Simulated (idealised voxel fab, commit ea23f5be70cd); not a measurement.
process module | voxel tone inversion
cross-section cut | 285 nm wide | cells 5 nm
A cross-section is a grid of square cells, given in bands from the top down. A band is one or more rows of cells.
Each band's line starts with the height of the band's top and of its bottom, in nm. Then come its materials from left to right, each with its width in nm. One material with "throughout" fills the band from edge to edge. "air" is empty space.
Height 0 is the level under which the wafer as received is all one material. The lowest band goes on downwards, as in "0 down".
A width such as "30 to 40" changes by the same amount from each row of cells to the next, from the band's top row to its bottom row.
"no change" after a step means that no cell of the cross-section changed.
closed voids: empty space of 8 cells or more with no open way to the top, each as width x height at its distance from the left edge, in nm
after a step's settings: what the simulator itself notes on the step
overlay nm, on a step with a mask: how far to the right of its planned place the mask lay; to the left if negative
plan
1 op RECEIVE | material Si
2 op CONFORMAL_DEP | material SiN | thk nm 5
3 op DIRECTIONAL_DEP | material aC | thk nm 20
4 op PATTERN | tone cover | mask id POSTS | material resist | width nm 15 | pitch nm 45 | thk nm 30 | overlay nm 0
5 op DIRECTIONAL_ETCH | etch materials aC | depth nm 20
6 op STRIP | etch materials resist
7 op FILL_DEP | material lowk | thk nm 10
8 op CMP | height nm 25
9 op STRIP | etch materials aC
as received, after step 1
  0 down: Si throughout
  closed voids: none
a wafer at the end: this start, this plan, one mistake
  25 to 5: lowk 100 | air 15 | lowk 30 | air 15 | lowk 125
  5 to 0: SiN throughout
  0 down: Si throughout
  closed voids: none
what went wrong: step 4 ran as: op PATTERN | tone cover | mask id POSTS | material resist | width nm 15 | pitch nm 45 | thk nm 30 | overlay nm -10
